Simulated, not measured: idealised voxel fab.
process module | voxel self aligned vias
In the cross-section labelled cut, the width is 240 nm and each square cell is 5 nm.
A cross-section is written here as square cells arranged in a grid, and it is given in bands from the top down, each band taking up one or more rows of cells. Top, bottom (nm), then materials left to right with widths (nm); lone material tagged "everywhere" fills the whole band edge to edge; "empty" = empty space. The level at which height equals 0 is the one under which the wafer, as it arrives, is entirely one material. No lower edge exists for the bottom band, which continues downward and is notated as in "0 and below". The notation "30 to 40" denotes a width that varies across the rows of cells in the band, beginning at the first number in the top row, finishing at the second number in the bottom row, and changing by an identical amount from each row to the next. What does "left unchanged" mean for a step? It means no cell of the cross-section changed in that step. For the entry "Enclosed cavity list", the listed items are empty spaces with no open way to the top whose size is 8 cells or more; each item follows the pattern width x height at distance, where distance is from the left edge and all three are in nm. On each step's line, the part that comes after the settings is the simulator's own comment on the step. "overlay nm", when on a step's line for a step with a mask, measures how far to the right of its planned place the mask lay; a negative measure means to the left.

### This section lists the process steps that were planned
| 1 | RECEIVE | material Si |
| 2 | CONFORMAL_DEP | material SiO2 | thk nm 10 |
| 3 | CONFORMAL_DEP | material SiCN | thk nm 5 |
| 4 | DIRECTIONAL_DEP | material lowk | thk nm 25 |
| 5 | PATTERN | tone open | mask id LINES | material resist | width nm 25 | pitch nm 60 | thk nm 20 | overlay nm 0 |
| 6 | DIRECTIONAL_ETCH | etch materials lowk | depth nm 25 |
| 7 | STRIP | etch materials resist |
| 8 | CONFORMAL_DEP | material TiN | thk nm 5 |
| 9 | FILL_DEP | material W | thk nm 5 |
| 10 | CMP | height nm 40 |
| 11 | SELECTIVE_ETCH | etch materials W Ru TiN | depth nm 10 |
| 12 | FILL_DEP | material SiN | thk nm 10 |
| 13 | CMP | height nm 40 |
| 14 | DIRECTIONAL_DEP | material lowk | thk nm 20 |
| 15 | DIRECTIONAL_DEP | material aC | thk nm 10 |
| 16 | PATTERN | tone open | mask id VIAS | material resist | width nm 45 | pitch nm 120 | thk nm 30 | overlay nm 0 |
| 17 | DIRECTIONAL_ETCH | etch materials aC | depth nm 10 |
| 18 | STRIP | etch materials resist |
| 19 | DIRECTIONAL_ETCH | etch materials lowk | depth nm 20 |
| 20 | DIRECTIONAL_ETCH | etch materials SiN | depth nm 10 |
| 21 | STRIP | etch materials aC |
| 22 | CONFORMAL_DEP | material TiN | thk nm 5 |
| 23 | FILL_DEP | material Cu | thk nm 5 |
| 24 | CMP | height nm 60 |
| 25 | CONFORMAL_DEP | material SiN | thk nm 5 |

### First wafer out of two, processed as planned

### Incoming wafer, cross-sectional view, post step 1
* 0 and below = Si everywhere
* Enclosed cavity list: none

### Cross-section of the wafer subsequent to step 2
* 10 down to 0 = SiO2 everywhere
* Unchanged below 0.

### Cross-section of the wafer subsequent to step 3
* 15 down to 10 = SiCN everywhere
* Unchanged below 10.

### Cross-section of the wafer subsequent to step 4
* 40 down to 15 = lowk everywhere
* Unchanged below 15.

### Cross-section of the wafer subsequent to step 5
* 60 down to 40 = 45 nm resist  25 nm empty  35 nm resist  25 nm empty  35 nm resist  25 nm empty  50 nm resist
* Unchanged below 40.

### Cross-section of the wafer subsequent to step 6
* 60 down to 40 = 45 nm resist  25 nm empty  35 nm resist  25 nm empty  35 nm resist  25 nm empty  50 nm resist
* 40 down to 15 = 45 nm lowk  25 nm empty  35 nm lowk  25 nm empty  35 nm lowk  25 nm empty  50 nm lowk
* Unchanged below 15.

### Cross-section of the wafer subsequent to step 7
* 40 down to 15 = 45 nm lowk  25 nm empty  35 nm lowk  25 nm empty  35 nm lowk  25 nm empty  50 nm lowk
* Unchanged below 15.

### Cross-section of the wafer subsequent to step 8
* 45 down to 40 = 50 nm TiN  15 nm empty  45 nm TiN  15 nm empty  45 nm TiN  15 nm empty  55 nm TiN
* 40 down to 20 = 45 nm lowk  5 nm TiN  15 nm empty  5 nm TiN  35 nm lowk  5 nm TiN  15 nm empty  5 nm TiN  35 nm lowk  5 nm TiN  15 nm empty  5 nm TiN  50 nm lowk
* 20 down to 15 = 45 nm lowk  25 nm TiN  35 nm lowk  25 nm TiN  35 nm lowk  25 nm TiN  50 nm lowk
* Unchanged below 15.

### Cross-section of the wafer subsequent to step 9
* 50 down to 45 = W everywhere
* 45 down to 40 = 50 nm TiN  15 nm W  45 nm TiN  15 nm W  45 nm TiN  15 nm W  55 nm TiN
* 40 down to 20 = 45 nm lowk  5 nm TiN  15 nm W  5 nm TiN  35 nm lowk  5 nm TiN  15 nm W  5 nm TiN  35 nm lowk  5 nm TiN  15 nm W  5 nm TiN  50 nm lowk
* Unchanged below 20.

### Cross-section of the wafer subsequent to step 10
* 40 down to 20 = 45 nm lowk  5 nm TiN  15 nm W  5 nm TiN  35 nm lowk  5 nm TiN  15 nm W  5 nm TiN  35 nm lowk  5 nm TiN  15 nm W  5 nm TiN  50 nm lowk
* Unchanged below 20.

### Cross-section of the wafer subsequent to step 11
* 40 down to 30 = 45 nm lowk  25 nm empty  35 nm lowk  25 nm empty  35 nm lowk  25 nm empty  50 nm lowk
* Unchanged below 30.

### Cross-section of the wafer subsequent to step 12
* 50 down to 40 = SiN everywhere
* 40 down to 30 = 45 nm lowk  25 nm SiN  35 nm lowk  25 nm SiN  35 nm lowk  25 nm SiN  50 nm lowk
* Unchanged below 30.

### Cross-section of the wafer subsequent to step 13
* 40 down to 30 = 45 nm lowk  25 nm SiN  35 nm lowk  25 nm SiN  35 nm lowk  25 nm SiN  50 nm lowk
* Unchanged below 30.

### Cross-section of the wafer subsequent to step 14
* 60 down to 40 = lowk everywhere
* Unchanged below 40.

### Cross-section of the wafer subsequent to step 15
* 70 down to 60 = aC everywhere
* Unchanged below 60.

### Cross-section of the wafer subsequent to step 16
* 100 down to 70 = 35 nm resist  45 nm empty  75 nm resist  45 nm empty  40 nm resist
* Unchanged below 70.

### Cross-section of the wafer subsequent to step 17
* 90 down to 70 = 35 nm resist  45 nm empty  75 nm resist  45 nm empty  40 nm resist
* 70 down to 60 = 35 nm aC  45 nm empty  75 nm aC  45 nm empty  40 nm aC
* Unchanged below 60.

### Cross-section of the wafer subsequent to step 18
* 70 down to 60 = 35 nm aC  45 nm empty  75 nm aC  45 nm empty  40 nm aC
* Unchanged below 60.

### Cross-section of the wafer subsequent to step 19
* 70 down to 60 = 35 nm aC  45 nm empty  75 nm aC  45 nm empty  40 nm aC
* 60 down to 40 = 35 nm lowk  45 nm empty  75 nm lowk  45 nm empty  40 nm lowk
* Unchanged below 40.

### Cross-section of the wafer subsequent to step 20
* 70 down to 60 = 35 nm aC  45 nm empty  75 nm aC  45 nm empty  40 nm aC
* 60 down to 40 = 35 nm lowk  45 nm empty  75 nm lowk  45 nm empty  40 nm lowk
* 40 down to 30 = 45 nm lowk  25 nm empty  35 nm lowk  25 nm SiN  35 nm lowk  25 nm empty  50 nm lowk
* Unchanged below 30.

### Cross-section of the wafer subsequent to step 21
* 60 down to 40 = 35 nm lowk  45 nm empty  75 nm lowk  45 nm empty  40 nm lowk
* Unchanged below 40.

### Cross-section of the wafer subsequent to step 22
* 65 down to 60 = 40 nm TiN  35 nm empty  85 nm TiN  35 nm empty  45 nm TiN
* 60 down to 45 = 35 nm lowk  5 nm TiN  35 nm empty  5 nm TiN  75 nm lowk  5 nm TiN  35 nm empty  5 nm TiN  40 nm lowk
* 45 down to 40 = 35 nm lowk  15 nm TiN  15 nm empty  15 nm TiN  75 nm lowk  15 nm TiN  15 nm empty  15 nm TiN  40 nm lowk
* 40 down to 35 = 45 nm lowk  5 nm TiN  15 nm empty  5 nm TiN  35 nm lowk  25 nm SiN  35 nm lowk  5 nm TiN  15 nm empty  5 nm TiN  50 nm lowk
* 35 down to 30 = 45 nm lowk  25 nm TiN  35 nm lowk  25 nm SiN  35 nm lowk  25 nm TiN  50 nm lowk
* Unchanged below 30.

### Cross-section of the wafer subsequent to step 23
* 70 down to 65 = Cu everywhere
* 65 down to 60 = 40 nm TiN  35 nm Cu  85 nm TiN  35 nm Cu  45 nm TiN
* 60 down to 45 = 35 nm lowk  5 nm TiN  35 nm Cu  5 nm TiN  75 nm lowk  5 nm TiN  35 nm Cu  5 nm TiN  40 nm lowk
* 45 down to 40 = 35 nm lowk  15 nm TiN  15 nm Cu  15 nm TiN  75 nm lowk  15 nm TiN  15 nm Cu  15 nm TiN  40 nm lowk
* 40 down to 35 = 45 nm lowk  5 nm TiN  15 nm Cu  5 nm TiN  35 nm lowk  25 nm SiN  35 nm lowk  5 nm TiN  15 nm Cu  5 nm TiN  50 nm lowk
* Unchanged below 35.

### Cross-section of the wafer subsequent to step 24
* 60 down to 45 = 35 nm lowk  5 nm TiN  35 nm Cu  5 nm TiN  75 nm lowk  5 nm TiN  35 nm Cu  5 nm TiN  40 nm lowk
* Unchanged below 45.

### Cross-section of the wafer subsequent to step 25
* 65 down to 60 = SiN everywhere
* Unchanged below 60.

### Second Wafer (Identical Start and Plan, One Processing Error; Matches First Wafer Through Step 4)

### Cross-section of the second wafer at the time by which step 5 should have been completed according to the plan
* 60 down to 40 = 55 nm resist  25 nm empty  35 nm resist  25 nm empty  35 nm resist  25 nm empty  40 nm resist
* Unchanged below 40.

### Cross-section of the second wafer at the time by which step 6 should have been completed according to the plan
* 60 down to 40 = 55 nm resist  25 nm empty  35 nm resist  25 nm empty  35 nm resist  25 nm empty  40 nm resist
* 40 down to 15 = 55 nm lowk  25 nm empty  35 nm lowk  25 nm empty  35 nm lowk  25 nm empty  40 nm lowk
* Unchanged below 15.

### Cross-section of the second wafer at the time by which step 7 should have been completed according to the plan
* 40 down to 15 = 55 nm lowk  25 nm empty  35 nm lowk  25 nm empty  35 nm lowk  25 nm empty  40 nm lowk
* Unchanged below 15.

### Cross-section of the second wafer at the time by which step 8 should have been completed according to the plan
* 45 down to 40 = 60 nm TiN  15 nm empty  45 nm TiN  15 nm empty  45 nm TiN  15 nm empty  45 nm TiN
* 40 down to 20 = 55 nm lowk  5 nm TiN  15 nm empty  5 nm TiN  35 nm lowk  5 nm TiN  15 nm empty  5 nm TiN  35 nm lowk  5 nm TiN  15 nm empty  5 nm TiN  40 nm lowk
* 20 down to 15 = 55 nm lowk  25 nm TiN  35 nm lowk  25 nm TiN  35 nm lowk  25 nm TiN  40 nm lowk
* Unchanged below 15.

### Cross-section of the second wafer at the time by which step 9 should have been completed according to the plan
* 50 down to 45 = W everywhere
* 45 down to 40 = 60 nm TiN  15 nm W  45 nm TiN  15 nm W  45 nm TiN  15 nm W  45 nm TiN
* 40 down to 20 = 55 nm lowk  5 nm TiN  15 nm W  5 nm TiN  35 nm lowk  5 nm TiN  15 nm W  5 nm TiN  35 nm lowk  5 nm TiN  15 nm W  5 nm TiN  40 nm lowk
* Unchanged below 20.

### Cross-section of the second wafer at the time by which step 10 should have been completed according to the plan
* 40 down to 20 = 55 nm lowk  5 nm TiN  15 nm W  5 nm TiN  35 nm lowk  5 nm TiN  15 nm W  5 nm TiN  35 nm lowk  5 nm TiN  15 nm W  5 nm TiN  40 nm lowk
* Unchanged below 20.

### Cross-section of the second wafer at the time by which step 11 should have been completed according to the plan
* 40 down to 30 = 55 nm lowk  25 nm empty  35 nm lowk  25 nm empty  35 nm lowk  25 nm empty  40 nm lowk
* Unchanged below 30.

### Cross-section of the second wafer at the time by which step 12 should have been completed according to the plan
* 50 down to 40 = SiN everywhere
* 40 down to 30 = 55 nm lowk  25 nm SiN  35 nm lowk  25 nm SiN  35 nm lowk  25 nm SiN  40 nm lowk
* Unchanged below 30.

### Cross-section of the second wafer at the time by which step 13 should have been completed according to the plan
* 40 down to 30 = 55 nm lowk  25 nm SiN  35 nm lowk  25 nm SiN  35 nm lowk  25 nm SiN  40 nm lowk
* Unchanged below 30.

### Cross-section of the second wafer at the time by which step 14 should have been completed according to the plan
* 60 down to 40 = lowk everywhere
* Unchanged below 40.

### Cross-section of the second wafer at the time by which step 15 should have been completed according to the plan
* 70 down to 60 = aC everywhere
* Unchanged below 60.

### Cross-section of the second wafer at the time by which step 16 should have been completed according to the plan
* 100 down to 70 = 35 nm resist  45 nm empty  75 nm resist  45 nm empty  40 nm resist
* Unchanged below 70.

### Cross-section of the second wafer at the time by which step 17 should have been completed according to the plan
* 90 down to 70 = 35 nm resist  45 nm empty  75 nm resist  45 nm empty  40 nm resist
* 70 down to 60 = 35 nm aC  45 nm empty  75 nm aC  45 nm empty  40 nm aC
* Unchanged below 60.

### Cross-section of the second wafer at the time by which step 18 should have been completed according to the plan
* 70 down to 60 = 35 nm aC  45 nm empty  75 nm aC  45 nm empty  40 nm aC
* Unchanged below 60.

### Cross-section of the second wafer at the time by which step 19 should have been completed according to the plan
* 70 down to 60 = 35 nm aC  45 nm empty  75 nm aC  45 nm empty  40 nm aC
* 60 down to 40 = 35 nm lowk  45 nm empty  75 nm lowk  45 nm empty  40 nm lowk
* Unchanged below 40.

### Cross-section of the second wafer at the time by which step 20 should have been completed according to the plan
* 70 down to 60 = 35 nm aC  45 nm empty  75 nm aC  45 nm empty  40 nm aC
* 60 down to 40 = 35 nm lowk  45 nm empty  75 nm lowk  45 nm empty  40 nm lowk
* 40 down to 30 = 55 nm lowk  25 nm empty  35 nm lowk  25 nm SiN  35 nm lowk  25 nm empty  40 nm lowk
* Unchanged below 30.

### Cross-section of the second wafer at the time by which step 21 should have been completed according to the plan
* 60 down to 40 = 35 nm lowk  45 nm empty  75 nm lowk  45 nm empty  40 nm lowk
* Unchanged below 40.

### Cross-section of the second wafer at the time by which step 22 should have been completed according to the plan
* 65 down to 60 = 40 nm TiN  35 nm empty  85 nm TiN  35 nm empty  45 nm TiN
* 60 down to 45 = 35 nm lowk  5 nm TiN  35 nm empty  5 nm TiN  75 nm lowk  5 nm TiN  35 nm empty  5 nm TiN  40 nm lowk
* 45 down to 40 = 35 nm lowk  25 nm TiN  15 nm empty  5 nm TiN  75 nm lowk  25 nm TiN  15 nm empty  5 nm TiN  40 nm lowk
* 40 down to 35 = 55 nm lowk  5 nm TiN  15 nm empty  5 nm TiN  35 nm lowk  25 nm SiN  35 nm lowk  5 nm TiN  15 nm empty  5 nm TiN  40 nm lowk
* 35 down to 30 = 55 nm lowk  25 nm TiN  35 nm lowk  25 nm SiN  35 nm lowk  25 nm TiN  40 nm lowk
* Unchanged below 30.

### Cross-section of the second wafer at the time by which step 23 should have been completed according to the plan
* 70 down to 65 = Cu everywhere
* 65 down to 60 = 40 nm TiN  35 nm Cu  85 nm TiN  35 nm Cu  45 nm TiN
* 60 down to 45 = 35 nm lowk  5 nm TiN  35 nm Cu  5 nm TiN  75 nm lowk  5 nm TiN  35 nm Cu  5 nm TiN  40 nm lowk
* 45 down to 40 = 35 nm lowk  25 nm TiN  15 nm Cu  5 nm TiN  75 nm lowk  25 nm TiN  15 nm Cu  5 nm TiN  40 nm lowk
* 40 down to 35 = 55 nm lowk  5 nm TiN  15 nm Cu  5 nm TiN  35 nm lowk  25 nm SiN  35 nm lowk  5 nm TiN  15 nm Cu  5 nm TiN  40 nm lowk
* Unchanged below 35.

### Cross-section of the second wafer at the time by which step 24 should have been completed according to the plan
* 60 down to 45 = 35 nm lowk  5 nm TiN  35 nm Cu  5 nm TiN  75 nm lowk  5 nm TiN  35 nm Cu  5 nm TiN  40 nm lowk
* Unchanged below 45.

### Cross-section of the second wafer at the time by which step 25 should have been completed according to the plan
* 65 down to 60 = SiN everywhere
* Unchanged below 60.
Error vs. plan: step 5 did not use the planned setting and instead ran as PATTERN | tone open | mask id LINES | material resist | width nm 25 | pitch nm 60 | thk nm 20 | overlay nm 10
End check, second vs first wafer: material counts in cells match, positions do not.
